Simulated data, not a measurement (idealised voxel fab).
The process module presented herein is designated voxel wiring stack.
Each square cell in cross-section cut measures 5 nm, and the section as a whole is 230 nm wide.
We lay out every cross-section as a grid of square cells and spell it out in bands from the top down, where one band means one or more rows of cells. Within each band entry, the heights of the top and of the bottom of the band appear first, in that order and in nm; the materials of the band then follow from left to right, each with its corresponding width in nm. The designation "throughout" on a single material indicates that it fills the band from edge to edge; the designation "blank" indicates empty space. Heights are reckoned from 0. Under this level, the received wafer is all of one material. The bottommost band is open-ended downward, for example "0 -> down". So if you see something like "30->40" for the width, read it as the top row of the band sitting at the first number and the bottom row at the second, with every row in between moving by the same amount as the last. The designation "no change occurred", where it is given for a processing step, indicates that no cell of the cross-section was altered in the course of that step. Listed in "Closed void list": every empty space of 8 or more cells without an open way to the top. Form: width x height at distance, the distance being from the left edge, all in nm. Past the settings on a step's line: simulator remark, on that step. Regarding "overlay nm": on a step with a mask, it is the distance the mask lay to the right of its planned place; a negative value places it to the left.

### Planned process steps
1: RECEIVE,material Si
2: CONFORMAL_DEP,material SiO2,thk nm 10
3: CONFORMAL_DEP,material SiCN,thk nm 5
4: DIRECTIONAL_DEP,material SiO2,thk nm 15
5: MASKED_ETCH,tone open,mask id METAL_1,width nm 20,pitch nm 35,etch materials SiO2,depth nm 15,overlay nm 0
6: MASKED_ETCH,tone open,mask id METAL_1,width nm 20,pitch nm 35,etch materials SiCN,depth nm 5,overlay nm 0
7: CONFORMAL_DEP,material TiN,thk nm 5
8: FILL_DEP,material W,thk nm 5
9: CMP,height nm 30
10: EPI,material Ru,thk nm 5
11: FILL_DEP,material SiCN,thk nm 5
12: DIRECTIONAL_DEP,material lowk,thk nm 20
13: MASKED_ETCH,tone open,mask id PLUG_1,width nm 15,pitch nm 35,etch materials lowk,depth nm 20,overlay nm 0
14: MASKED_ETCH,tone open,mask id PLUG_1,width nm 15,pitch nm 35,etch materials SiCN,depth nm 5,overlay nm 0
15: CONFORMAL_DEP,material TiN,thk nm 5
16: FILL_DEP,material Cu,thk nm 10
17: CMP,height nm 60
18: DIRECTIONAL_DEP,material TiN,thk nm 5
19: DIRECTIONAL_DEP,material W,thk nm 20
20: PATTERN,tone cover,mask id METAL_2,material resist,width nm 20,pitch nm 35,thk nm 15,overlay nm 0
21: DIRECTIONAL_ETCH,etch materials W,depth nm 20
22: DIRECTIONAL_ETCH,etch materials TiN,depth nm 5
23: STRIP,etch materials resist
24: FILL_DEP,material lowk,thk nm 10
25: CMP,height nm 85
26: CONFORMAL_DEP,material SiCN,thk nm 5
27: DIRECTIONAL_DEP,material SiO2,thk nm 30
28: DIRECTIONAL_DEP,material aC,thk nm 10
29: PATTERN,tone open,mask id METAL_3_HOLES,material resist,width nm 15,pitch nm 70,thk nm 25,overlay nm 0
30: DIRECTIONAL_ETCH,etch materials aC,depth nm 10
31: STRIP,etch materials resist
32: DIRECTIONAL_ETCH,etch materials SiO2,depth nm 30
33: STRIP,etch materials aC
34: PATTERN,tone open,mask id METAL_3,material resist,width nm 20,pitch nm 35,thk nm 20,overlay nm 0
35: DIRECTIONAL_ETCH,etch materials SiO2,depth nm 15
36: DIRECTIONAL_ETCH,etch materials SiCN,depth nm 5
37: STRIP,etch materials resist
38: CONFORMAL_DEP,material TiN,thk nm 5
39: FILL_DEP,material Cu,thk nm 5
40: CMP,height nm 120
41: CONFORMAL_DEP,material SiCN,thk nm 5

### Step 1 complete: cross-section of the wafer as received
* 0 -> down  Si throughout
* Closed void list: none

### Post-module cross-section: identical start and plan to those above, one misstep in execution
* 125 -> 120  SiCN throughout
* 120 -> 110  SiO2 50 nm  TiN 5 nm  Cu 10 nm  TiN 5 nm  SiO2 15 nm  TiN 5 nm  Cu 10 nm  TiN 5 nm  SiO2 15 nm  TiN 5 nm  Cu 10 nm  TiN 5 nm  SiO2 15 nm  TiN 5 nm  Cu 10 nm  TiN 5 nm  SiO2 55 nm
* 110 -> 105  SiO2 50 nm  TiN 5 nm  Cu 5 nm  TiN 10 nm  SiO2 15 nm  TiN 20 nm  SiO2 15 nm  TiN 5 nm  Cu 5 nm  TiN 10 nm  SiO2 15 nm  TiN 20 nm  SiO2 55 nm
* 105 -> 90  SiO2 50 nm  TiN 5 nm  Cu 5 nm  TiN 5 nm  SiO2 55 nm  TiN 5 nm  Cu 5 nm  TiN 5 nm  SiO2 95 nm
* 90 -> 85  SiCN 50 nm  TiN 15 nm  SiCN 55 nm  TiN 15 nm  SiCN 95 nm
* 85 -> 65  lowk 50 nm  W 20 nm  lowk 15 nm  W 20 nm  lowk 15 nm  W 20 nm  lowk 15 nm  W 20 nm  lowk 55 nm
* 65 -> 60  lowk 50 nm  TiN 20 nm  lowk 15 nm  TiN 20 nm  lowk 15 nm  TiN 20 nm  lowk 15 nm  TiN 20 nm  lowk 55 nm
* 60 -> 55  Cu 40 nm  TiN 15 nm  Cu 5 nm  TiN 30 nm  Cu 5 nm  TiN 30 nm  Cu 5 nm  TiN 30 nm  Cu 5 nm  TiN 20 nm  Cu 45 nm
* 55 -> 50  TiN 45 nm  lowk 5 nm  TiN 5 nm  Cu 5 nm  TiN 5 nm  lowk 10 nm  TiN 5 nm  lowk 5 nm  TiN 5 nm  Cu 5 nm  TiN 5 nm  lowk 10 nm  TiN 5 nm  lowk 5 nm  TiN 5 nm  Cu 5 nm  TiN 5 nm  lowk 10 nm  TiN 5 nm  lowk 5 nm  TiN 5 nm  Cu 5 nm  TiN 5 nm  lowk 10 nm  TiN 50 nm
* 50 -> 40  lowk 50 nm  TiN 5 nm  Cu 5 nm  TiN 5 nm  lowk 20 nm  TiN 5 nm  Cu 5 nm  TiN 5 nm  lowk 20 nm  TiN 5 nm  Cu 5 nm  TiN 5 nm  lowk 20 nm  TiN 5 nm  Cu 5 nm  TiN 5 nm  lowk 60 nm
* 40 -> 35  lowk 50 nm  TiN 15 nm  lowk 20 nm  TiN 15 nm  lowk 20 nm  TiN 15 nm  lowk 20 nm  TiN 15 nm  lowk 60 nm
* 35 -> 30  lowk 45 nm  Ru 30 nm  lowk 5 nm  Ru 30 nm  lowk 5 nm  Ru 30 nm  lowk 5 nm  Ru 30 nm  lowk 50 nm
* 30 -> 15  SiO2 50 nm  TiN 5 nm  W 10 nm  TiN 5 nm  SiO2 15 nm  TiN 5 nm  W 10 nm  TiN 5 nm  SiO2 15 nm  TiN 5 nm  W 10 nm  TiN 5 nm  SiO2 15 nm  TiN 5 nm  W 10 nm  TiN 5 nm  SiO2 55 nm
* 15 -> 10  SiCN 50 nm  TiN 20 nm  SiCN 15 nm  TiN 20 nm  SiCN 15 nm  TiN 20 nm  SiCN 15 nm  TiN 20 nm  SiCN 55 nm
* 10 -> 0  SiO2 throughout
* 0 -> down  Si throughout
* Closed void list: none
Plan not followed: step 11 was dropped from the plan's execution and never run
